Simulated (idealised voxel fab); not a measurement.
A process module follows: voxel self aligned contacts.
190 nm wide, 5 nm square cells: that's cross-section cut.
Heads up, the way a cross-section reads in here is a grid of square cells, handed over as bands from the top down, with every band being one or more rows of cells. Heads up on the band format: heights come first, top then bottom, in nm. After that it's the materials left to right, each with its width in nm. A single material flagged "full width" fills the whole band edge to edge, and "air" means there's empty space there. Ref level 0: as-received wafer is one material below here. Bottom band extends down with no lower bound ("from 0 down"). Width "30..40": first value at the band's top row of cells, second value at its bottom row, equal change from row to row. Where the words "remained unchanged" appear for a step, the cross-section shows no cell changed by that step; every cell remained as before. Empty spaces counting at least 8 cells and having no open way to the top are listed in "Completely enclosed voids". The notation width x height at distance is used for each, the distance being from the left edge and all three values in nm. Past the settings on a step's line: simulator remark, on that step. overlay nm: where the mask lay relative to plan, measured to the right, on steps with a mask; negatives go left.

Planned step list for the process
1. RECEIVE: material Si
2. OXIDIZE: depth nm 5
3. DIRECTIONAL_DEP: material polySi, thk nm 25
4. DIRECTIONAL_DEP: material SiN, thk nm 25
5. PATTERN: tone cover, mask id GATE, material resist, width nm 35, pitch nm 80, thk nm 20, overlay nm 0
6. DIRECTIONAL_ETCH: etch materials SiN, depth nm 25
7. DIRECTIONAL_ETCH: etch materials polySi, depth nm 25
8. STRIP: etch materials resist
9. CONFORMAL_DEP: material SiN, thk nm 10
10. DIRECTIONAL_ETCH: etch materials SiN, depth nm 10
11. FILL_DEP: material SiO2, thk nm 10
12. CMP: height nm 55
13. DIRECTIONAL_DEP: material aC, thk nm 15
14. PATTERN: tone open, mask id CONTACT, material resist, width nm 55, thk nm 35, overlay nm 0
15. DIRECTIONAL_ETCH: etch materials aC, depth nm 15
16. STRIP: etch materials resist
17. DIRECTIONAL_ETCH: etch materials SiO2, depth nm 60
18. STRIP: etch materials aC
19. CONFORMAL_DEP: material TiN, thk nm 5
20. FILL_DEP: material Ru, thk nm 5
21. CMP: height nm 55
22. CONFORMAL_DEP: material SiN, thk nm 5

The following pertains to the first of two wafers, which was processed as planned

Cross-section of the wafer upon arrival, representing the state reached after step 1
from 0 down: Si full width
Completely enclosed voids: none

Presented here is a cross-section of the wafer after step 2 has been performed
from 0 to -5: SiO2 full width
Below a height of -5, the structure has not been altered.

Presented here is a cross-section of the wafer after step 3 has been performed
from 25 to 0: polySi full width
Below a height of 0, the structure has not been altered.

Presented here is a cross-section of the wafer after step 4 has been performed
from 50 to 25: SiN full width
Below a height of 25, the structure has not been altered.

Presented here is a cross-section of the wafer after step 5 has been performed
from 70 to 50: air=35 | resist=35 | air=45 | resist=35 | air=40
Below a height of 50, the structure has not been altered.

Presented here is a cross-section of the wafer after step 6 has been performed
from 70 to 50: air=35 | resist=35 | air=45 | resist=35 | air=40
from 50 to 25: air=35 | SiN=35 | air=45 | SiN=35 | air=40
Below a height of 25, the structure has not been altered.

Presented here is a cross-section of the wafer after step 7 has been performed
from 70 to 50: air=35 | resist=35 | air=45 | resist=35 | air=40
from 50 to 25: air=35 | SiN=35 | air=45 | SiN=35 | air=40
from 25 to 0: air=35 | polySi=35 | air=45 | polySi=35 | air=40
Below a height of 0, the structure has not been altered.

Presented here is a cross-section of the wafer after step 8 has been performed
from 50 to 25: air=35 | SiN=35 | air=45 | SiN=35 | air=40
Below a height of 25, the structure has not been altered.

Presented here is a cross-section of the wafer after step 9 has been performed
from 60 to 25: air=25 | SiN=55 | air=25 | SiN=55 | air=30
from 25 to 10: air=25 | SiN=10 | polySi=35 | SiN=10 | air=25 | SiN=10 | polySi=35 | SiN=10 | air=30
from 10 to 0: SiN=35 | polySi=35 | SiN=45 | polySi=35 | SiN=40
Below a height of 0, the structure has not been altered.

Presented here is a cross-section of the wafer after step 10 has been performed
from 50 to 25: air=25 | SiN=55 | air=25 | SiN=55 | air=30
from 25 to 0: air=25 | SiN=10 | polySi=35 | SiN=10 | air=25 | SiN=10 | polySi=35 | SiN=10 | air=30
Below a height of 0, the structure has not been altered.

Presented here is a cross-section of the wafer after step 11 has been performed
from 60 to 50: SiO2 full width
from 50 to 25: SiO2=25 | SiN=55 | SiO2=25 | SiN=55 | SiO2=30
from 25 to 0: SiO2=25 | SiN=10 | polySi=35 | SiN=10 | SiO2=25 | SiN=10 | polySi=35 | SiN=10 | SiO2=30
Below a height of 0, the structure has not been altered.

Presented here is a cross-section of the wafer after step 12 has been performed
from 55 to 50: SiO2 full width
Below a height of 50, the structure has not been altered.

Presented here is a cross-section of the wafer after step 13 has been performed
from 70 to 55: aC full width
Below a height of 55, the structure has not been altered.

Presented here is a cross-section of the wafer after step 14 has been performed
from 105 to 70: resist=65 | air=55 | resist=70
Below a height of 70, the structure has not been altered.

Presented here is a cross-section of the wafer after step 15 has been performed
from 90 to 70: resist=65 | air=55 | resist=70
from 70 to 55: aC=65 | air=55 | aC=70
Below a height of 55, the structure has not been altered.

Presented here is a cross-section of the wafer after step 16 has been performed
from 70 to 55: aC=65 | air=55 | aC=70
Below a height of 55, the structure has not been altered.

Presented here is a cross-section of the wafer after step 17 has been performed
from 70 to 55: aC=65 | air=55 | aC=70
from 55 to 50: SiO2=65 | air=55 | SiO2=70
from 50 to 25: SiO2=25 | SiN=55 | air=25 | SiN=55 | SiO2=30
from 25 to 0: SiO2=25 | SiN=10 | polySi=35 | SiN=10 | air=25 | SiN=10 | polySi=35 | SiN=10 | SiO2=30
from 0 to -5: SiO2=80 | air=25 | SiO2=85
Below a height of -5, the structure has not been altered.

Presented here is a cross-section of the wafer after step 18 has been performed
from 55 to 50: SiO2=65 | air=55 | SiO2=70
Below a height of 50, the structure has not been altered.

Presented here is a cross-section of the wafer after step 19 has been performed
from 60 to 55: TiN=70 | air=45 | TiN=75
from 55 to 50: SiO2=65 | TiN=20 | air=15 | TiN=20 | SiO2=70
from 50 to 25: SiO2=25 | SiN=55 | TiN=5 | air=15 | TiN=5 | SiN=55 | SiO2=30
from 25 to 0: SiO2=25 | SiN=10 | polySi=35 | SiN=10 | TiN=5 | air=15 | TiN=5 | SiN=10 | polySi=35 | SiN=10 | SiO2=30
from 0 to -5: SiO2=80 | TiN=25 | SiO2=85
Below a height of -5, the structure has not been altered.

Presented here is a cross-section of the wafer after step 20 has been performed
from 65 to 60: Ru full width
from 60 to 55: TiN=70 | Ru=45 | TiN=75
from 55 to 50: SiO2=65 | TiN=20 | Ru=15 | TiN=20 | SiO2=70
from 50 to 25: SiO2=25 | SiN=55 | TiN=5 | Ru=15 | TiN=5 | SiN=55 | SiO2=30
from 25 to 0: SiO2=25 | SiN=10 | polySi=35 | SiN=10 | TiN=5 | Ru=15 | TiN=5 | SiN=10 | polySi=35 | SiN=10 | SiO2=30
Below a height of 0, the structure has not been altered.

Presented here is a cross-section of the wafer after step 21 has been performed
from 55 to 50: SiO2=65 | TiN=20 | Ru=15 | TiN=20 | SiO2=70
Below a height of 50, the structure has not been altered.

Presented here is a cross-section of the wafer after step 22 has been performed
from 60 to 55: SiN full width
Below a height of 55, the structure has not been altered.

Wafer two of the pair: same origin, same plan, one error during the run; identical to wafer one up to and including step 1

Cross-section, second wafer, at the end time the plan gives for step 2: remained unchanged

Cross-section, second wafer, at the end time the plan gives for step 3
from 25 to 0: polySi full width
Below a height of 0, the structure has not been altered.

Cross-section, second wafer, at the end time the plan gives for step 4
from 50 to 25: SiN full width
Below a height of 25, the structure has not been altered.

Cross-section, second wafer, at the end time the plan gives for step 5
from 70 to 50: air=35 | resist=35 | air=45 | resist=35 | air=40
Below a height of 50, the structure has not been altered.

Cross-section, second wafer, at the end time the plan gives for step 6
from 70 to 50: air=35 | resist=35 | air=45 | resist=35 | air=40
from 50 to 25: air=35 | SiN=35 | air=45 | SiN=35 | air=40
Below a height of 25, the structure has not been altered.

Cross-section, second wafer, at the end time the plan gives for step 7
from 70 to 50: air=35 | resist=35 | air=45 | resist=35 | air=40
from 50 to 25: air=35 | SiN=35 | air=45 | SiN=35 | air=40
from 25 to 0: air=35 | polySi=35 | air=45 | polySi=35 | air=40
Below a height of 0, the structure has not been altered.

Cross-section, second wafer, at the end time the plan gives for step 8
from 50 to 25: air=35 | SiN=35 | air=45 | SiN=35 | air=40
Below a height of 25, the structure has not been altered.

Cross-section, second wafer, at the end time the plan gives for step 9
from 60 to 25: air=25 | SiN=55 | air=25 | SiN=55 | air=30
from 25 to 10: air=25 | SiN=10 | polySi=35 | SiN=10 | air=25 | SiN=10 | polySi=35 | SiN=10 | air=30
from 10 to 0: SiN=35 | polySi=35 | SiN=45 | polySi=35 | SiN=40
Below a height of 0, the structure has not been altered.

Cross-section, second wafer, at the end time the plan gives for step 10
from 50 to 25: air=25 | SiN=55 | air=25 | SiN=55 | air=30
from 25 to 0: air=25 | SiN=10 | polySi=35 | SiN=10 | air=25 | SiN=10 | polySi=35 | SiN=10 | air=30
Below a height of 0, the structure has not been altered.

Cross-section, second wafer, at the end time the plan gives for step 11
from 60 to 50: SiO2 full width
from 50 to 25: SiO2=25 | SiN=55 | SiO2=25 | SiN=55 | SiO2=30
from 25 to 0: SiO2=25 | SiN=10 | polySi=35 | SiN=10 | SiO2=25 | SiN=10 | polySi=35 | SiN=10 | SiO2=30
Below a height of 0, the structure has not been altered.

Cross-section, second wafer, at the end time the plan gives for step 12
from 55 to 50: SiO2 full width
Below a height of 50, the structure has not been altered.

Cross-section, second wafer, at the end time the plan gives for step 13
from 70 to 55: aC full width
Below a height of 55, the structure has not been altered.

Cross-section, second wafer, at the end time the plan gives for step 14
from 105 to 70: resist=65 | air=55 | resist=70
Below a height of 70, the structure has not been altered.

Cross-section, second wafer, at the end time the plan gives for step 15
from 90 to 70: resist=65 | air=55 | resist=70
from 70 to 55: aC=65 | air=55 | aC=70
Below a height of 55, the structure has not been altered.

Cross-section, second wafer, at the end time the plan gives for step 16
from 70 to 55: aC=65 | air=55 | aC=70
Below a height of 55, the structure has not been altered.

Cross-section, second wafer, at the end time the plan gives for step 17
from 70 to 55: aC=65 | air=55 | aC=70
from 55 to 50: SiO2=65 | air=55 | SiO2=70
from 50 to 25: SiO2=25 | SiN=55 | air=25 | SiN=55 | SiO2=30
from 25 to 0: SiO2=25 | SiN=10 | polySi=35 | SiN=10 | air=25 | SiN=10 | polySi=35 | SiN=10 | SiO2=30
Below a height of 0, the structure has not been altered.

Cross-section, second wafer, at the end time the plan gives for step 18
from 55 to 50: SiO2=65 | air=55 | SiO2=70
Below a height of 50, the structure has not been altered.

Cross-section, second wafer, at the end time the plan gives for step 19
from 60 to 55: TiN=70 | air=45 | TiN=75
from 55 to 50: SiO2=65 | TiN=20 | air=15 | TiN=20 | SiO2=70
from 50 to 25: SiO2=25 | SiN=55 | TiN=5 | air=15 | TiN=5 | SiN=55 | SiO2=30
from 25 to 5: SiO2=25 | SiN=10 | polySi=35 | SiN=10 | TiN=5 | air=15 | TiN=5 | SiN=10 | polySi=35 | SiN=10 | SiO2=30
from 5 to 0: SiO2=25 | SiN=10 | polySi=35 | SiN=10 | TiN=25 | SiN=10 | polySi=35 | SiN=10 | SiO2=30
Below a height of 0, the structure has not been altered.

Cross-section, second wafer, at the end time the plan gives for step 20
from 65 to 60: Ru full width
from 60 to 55: TiN=70 | Ru=45 | TiN=75
from 55 to 50: SiO2=65 | TiN=20 | Ru=15 | TiN=20 | SiO2=70
from 50 to 25: SiO2=25 | SiN=55 | TiN=5 | Ru=15 | TiN=5 | SiN=55 | SiO2=30
from 25 to 5: SiO2=25 | SiN=10 | polySi=35 | SiN=10 | TiN=5 | Ru=15 | TiN=5 | SiN=10 | polySi=35 | SiN=10 | SiO2=30
Below a height of 5, the structure has not been altered.

Cross-section, second wafer, at the end time the plan gives for step 21
from 55 to 50: SiO2=65 | TiN=20 | Ru=15 | TiN=20 | SiO2=70
Below a height of 50, the structure has not been altered.

Cross-section, second wafer, at the end time the plan gives for step 22
from 60 to 55: SiN full width
Below a height of 55, the structure has not been altered.
Which mistake was made when the wafer was run? step 2 of the plan was bypassed and not carried out
In the final state, the cell counts of the second wafer exceed or fall short of those of the first for the following materials: Ru: 3 fewer, Si: 38 more, SiO2: 33 fewer, TiN: 2 fewer
